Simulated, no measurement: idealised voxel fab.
This is a process module. Its name is voxel capacitor over wiring.
The cross-section shown here is cut; it is 165 nm wide and divided into square cells measuring 5 nm on a side.
Cross-sections here: square-cell grids, written as top-down lists of bands, a band being one or more rows of cells. A band entry consists of two parts. The first gives the height of the band's top and the height of its bottom, in nm. The rest lists the band's materials from left to right, each with its width in nm. A single material labelled with the word "throughout" fills the band from edge to edge, and the word "empty" marks empty space. Basically, 0 is our baseline, since under it the wafer straight out of the box is all one material. The bottom band has no lower end and keeps on going down, so it looks like "from 0 down". When a width is written as two numbers, as in "30 to 40", the first number is the width in the top row of cells of the band and the second is the width in its bottom row, and the width changes by the same amount from each row to the next. A step reported as "same as before" is a step in which no cell of the cross-section changed. "Entrapped void list" means: voids of 8 cells or more that are shut off from the top with no open way through. Written width x height at distance, distance from the left edge, in nm. Anything after a step's settings on that line? It's the simulator's own note about the step. overlay nm: for a step with a mask, the amount by which the mask lay right of where it was planned; a negative amount means left of it.

# Steps in the process plan
- 1: RECEIVE (material Si)
- 2: CONFORMAL_DEP (material SiO2; thk nm 10)
- 3: DIRECTIONAL_DEP (material TiN; thk nm 5)
- 4: DIRECTIONAL_DEP (material W; thk nm 25)
- 5: PATTERN (tone cover; mask id METAL_1; material resist; width nm 30; pitch nm 90; thk nm 20; overlay nm 0)
- 6: DIRECTIONAL_ETCH (etch materials W; depth nm 25)
- 7: DIRECTIONAL_ETCH (etch materials TiN; depth nm 5)
- 8: STRIP (etch materials resist)
- 9: FILL_DEP (material lowk; thk nm 10)
- 10: CMP (height nm 40)
- 11: CONFORMAL_DEP (material SiCN; thk nm 5)
- 12: DIRECTIONAL_DEP (material lowk; thk nm 10)
- 13: MASKED_ETCH (tone open; mask id PLUG_1; width nm 15; etch materials lowk; depth nm 10; overlay nm 0)
- 14: MASKED_ETCH (tone open; mask id PLUG_1; width nm 15; etch materials SiCN; depth nm 5; overlay nm 0)
- 15: CONFORMAL_DEP (material TiN; thk nm 5)
- 16: FILL_DEP (material Ru; thk nm 5)
- 17: CMP (height nm 55)
- 18: DIRECTIONAL_DEP (material TiN; thk nm 10)
- 19: DIRECTIONAL_DEP (material SiN; thk nm 5)
- 20: DIRECTIONAL_DEP (material TiN; thk nm 10)
- 21: DIRECTIONAL_DEP (material aC; thk nm 15)
- 22: PATTERN (tone cover; mask id UPPER_PLATE; material resist; width nm 65; thk nm 35; overlay nm 0)
- 23: DIRECTIONAL_ETCH (etch materials aC; depth nm 15)
- 24: STRIP (etch materials resist)
- 25: DIRECTIONAL_ETCH (etch materials TiN; depth nm 10)
- 26: DIRECTIONAL_ETCH (etch materials SiN; depth nm 5)
- 27: STRIP (etch materials aC)
- 28: MASKED_ETCH (tone cover; mask id LOWER_PLATE; width nm 75; etch materials TiN; depth nm 10; overlay nm 0)
- 29: FILL_DEP (material SiO2; thk nm 20)
- 30: CMP (height nm 95)
- 31: PATTERN (tone open; mask id PLUG_2; material resist; width nm 15; thk nm 20; overlay nm 0)
- 32: DIRECTIONAL_ETCH (etch materials SiO2; depth nm 15)
- 33: STRIP (etch materials resist)
- 34: CONFORMAL_DEP (material TiN; thk nm 5)
- 35: FILL_DEP (material Ru; thk nm 10)
- 36: CMP (height nm 95)
- 37: CONFORMAL_DEP (material SiN; thk nm 5)

# Delivered wafer in cross-section: state after step 1
  from 0 down | Si throughout
  Entrapped void list: none

# The first of two wafers, cross-sectioned at the end of the module, with the run proceeding as planned
  from 100 to 95 | SiN throughout
  from 95 to 85 | SiO2 45, then TiN 5, then Ru 5, then TiN 5, then SiO2 105
  from 85 to 80 | SiO2 45, then TiN 15, then SiO2 105
  from 80 to 70 | SiO2 35, then TiN 65, then SiO2 65
  from 70 to 65 | SiO2 35, then SiN 65, then SiO2 65
  from 65 to 55 | SiO2 30, then TiN 75, then SiO2 60
  from 55 to 45 | lowk 35, then TiN 5, then Ru 5, then TiN 5, then lowk 115
  from 45 to 40 | SiCN 35, then TiN 15, then SiCN 115
  from 40 to 15 | lowk 20, then W 30, then lowk 60, then W 30, then lowk 25
  from 15 to 10 | lowk 20, then TiN 30, then lowk 60, then TiN 30, then lowk 25
  from 10 to 0 | SiO2 throughout
  from 0 down | Si throughout
  Entrapped void list: none

# Presented here is a cross-section of the second of the two wafers as it stood at the end of the module. It was started in the same manner and assigned the same plan as the first wafer; however, one mistake was made in its execution
  from 100 to 95 | SiN throughout
  from 95 to 85 | SiO2 45, then TiN 5, then Ru 5, then TiN 5, then SiO2 105
  from 85 to 80 | SiO2 45, then TiN 15, then SiO2 105
  from 80 to 70 | SiO2 35, then TiN 65, then SiO2 65
  from 70 to 65 | SiO2 35, then SiN 65, then SiO2 65
  from 65 to 55 | SiO2 25, then TiN 75, then SiO2 65
  from 55 to 45 | lowk 35, then TiN 5, then Ru 5, then TiN 5, then lowk 115
  from 45 to 40 | SiCN 35, then TiN 15, then SiCN 115
  from 40 to 15 | lowk 20, then W 30, then lowk 60, then W 30, then lowk 25
  from 15 to 10 | lowk 20, then TiN 30, then lowk 60, then TiN 30, then lowk 25
  from 10 to 0 | SiO2 throughout
  from 0 down | Si throughout
  Entrapped void list: none
Finding, execution versus plan: step 28 was run on a setting that differed from the plan, and what really ran there is MASKED_ETCH (tone cover; mask id LOWER_PLATE; width nm 75; etch materials TiN; depth nm 10; overlay nm -5)
At the end, the second wafer has the same number of cells of each material as the first, but those cells sit in other places.
